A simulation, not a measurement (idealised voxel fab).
The document below concerns the process module designated voxel plated lines.
Section shown: cut. Width: 140 nm. Cell size: 5 nm, square.
A cross-section is written here as square cells arranged in a grid, and it is given in bands from the top down, each band taking up one or more rows of cells. First you get the band's top height and its bottom height, in nm, and then the materials it's made of, left to right, with each width in nm. If you see a single material with "full width", that one covers the band edge to edge. "air" is empty space. Counting heights begins at 0, where everything beneath is, in the wafer as received, one material. The lowest band has no bottom; it goes on downwards, as "z 0 and below" shows. It should be noted that a width expressed as "30->40" varies in equal increments from row to row of cells within the band, taking the value of the first number at the top row and that of the second number at the bottom row. Reading "changes: none" for a step: not a cell of the cross-section changed in it. Entry "Closed void inventory" = empty spaces >= 8 cells with no open way to the top; each as width x height at distance, distance from left edge, all nm. Anything after a step's settings on that line? It's the simulator's own note about the step. overlay nm: how far to the right of its planned place the mask lay on this masked step (negative: to the left).
Process steps - plan:
1. RECEIVE (material Si)
2. CONFORMAL_DEP (material Al2O3; thk nm 5)
3. DIRECTIONAL_DEP (material TiN; thk nm 5)
4. PATTERN (tone open; mask id LINES; material resist; width nm 20; pitch nm 35; thk nm 15; overlay nm 0)
5. EPI (material Ru; thk nm 5)
6. STRIP (etch materials resist)
7. DIRECTIONAL_ETCH (etch materials TiN; depth nm 5)
8. CONFORMAL_DEP (material SiCN; thk nm 10)
Shown in cross-section is the wafer as received, that is, as it stands after step 1:
  z 0 and below: Si full width
  Closed void inventory: none
Here's the wafer cut in cross-section after the module, started and planned just like above, except one thing was done wrong in the run:
  z 25 to 15: air 15; Ru 110; air 15
  z 15 to 10: Ru full width
  z 10 to 5: Ru 25; TiN 20; Ru 15; TiN 20; Ru 15; TiN 20; Ru 25
  z 5 to 0: Al2O3 full width
  z 0 and below: Si full width
  Closed void inventory: none
Misprocessing identified: step 8 ran with different settings than intended, the actual operation and settings being CONFORMAL_DEP (material Ru; thk nm 10)
